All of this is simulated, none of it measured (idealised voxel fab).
Module name: voxel air gaps (process module)
Shown is cross-section cut, with a width of 240 nm and square cells of size 5 nm.
Throughout this document, each cross-section is represented as a grid of square cells and is presented as a sequence of bands enumerated from the top downward, where a band comprises one or more rows of cells.
Per band: top height and bottom height in nm, followed by the left-to-right materials and their widths in nm; "all across" marks a single material spanning edge to edge, "air" marks empty space.
Heights are reckoned from 0. Under this level, the received wafer is all of one material. The bottommost band is open-ended downward, for example "0 down".
Read "30 to 40" as a graded width: first number on top, second number at the bottom, same change between each pair of neighbouring rows.
Key: "same as before" - step with no changed cell in the cross-section.
"Closed void list" specifies each empty space that is not open to the top and that occupies no fewer than 8 cells, using the form width x height at distance, the distance measured from the left edge and all three quantities in nm.
Text after the settings on a step's line: the simulator's own remark on that step.
overlay nm: how far to the right of its planned place the mask lay on this masked step (negative: to the left).
### Process steps (planned)
1) RECEIVE, material Si
2) CONFORMAL_DEP, material SiO2, thk nm 15
3) CONFORMAL_DEP, material SiCN, thk nm 5
4) DIRECTIONAL_DEP, material SiO2, thk nm 30
5) PATTERN, tone open, mask id LINES, material resist, width nm 20, pitch nm 45, thk nm 20, overlay nm 0
6) DIRECTIONAL_ETCH, etch materials SiO2, depth nm 30
7) STRIP, etch materials resist
8) CONFORMAL_DEP, material TiN, thk nm 5
9) FILL_DEP, material W, thk nm 10
10) CMP, height nm 50
11) EPI, material Ru, thk nm 10
12) SELECTIVE_ETCH, etch materials SiO2, depth nm 40
13) CONFORMAL_DEP, material SiCN, thk nm 5
### Cross-section of the wafer at receipt, which is the condition after step 1
* 0 down: Si all across
* Closed void list: none
### This is how the wafer looks in cross-section once the module is done, given the starting state and plan above and one mistake in carrying the plan out
* 80 to 75: SiCN all across
* 75 to 65: Ru all across
* 65 to 55: W all across
* 55 to 50: TiN: 45; W: 10; TiN: 35; W: 10; TiN: 35; W: 10; TiN: 35; W: 10; TiN: 50
* 50 to 25: SiO2: 40; TiN: 5; W: 10; TiN: 5; SiO2: 25; TiN: 5; W: 10; TiN: 5; SiO2: 25; TiN: 5; W: 10; TiN: 5; SiO2: 25; TiN: 5; W: 10; TiN: 5; SiO2: 45
* 25 to 20: SiO2: 40; TiN: 20; SiO2: 25; TiN: 20; SiO2: 25; TiN: 20; SiO2: 25; TiN: 20; SiO2: 45
* 20 to 15: SiCN all across
* 15 to 0: SiO2 all across
* 0 down: Si all across
* Closed void list: none
What was done differently from what was planned? step 10 was dropped from the plan's execution and never run
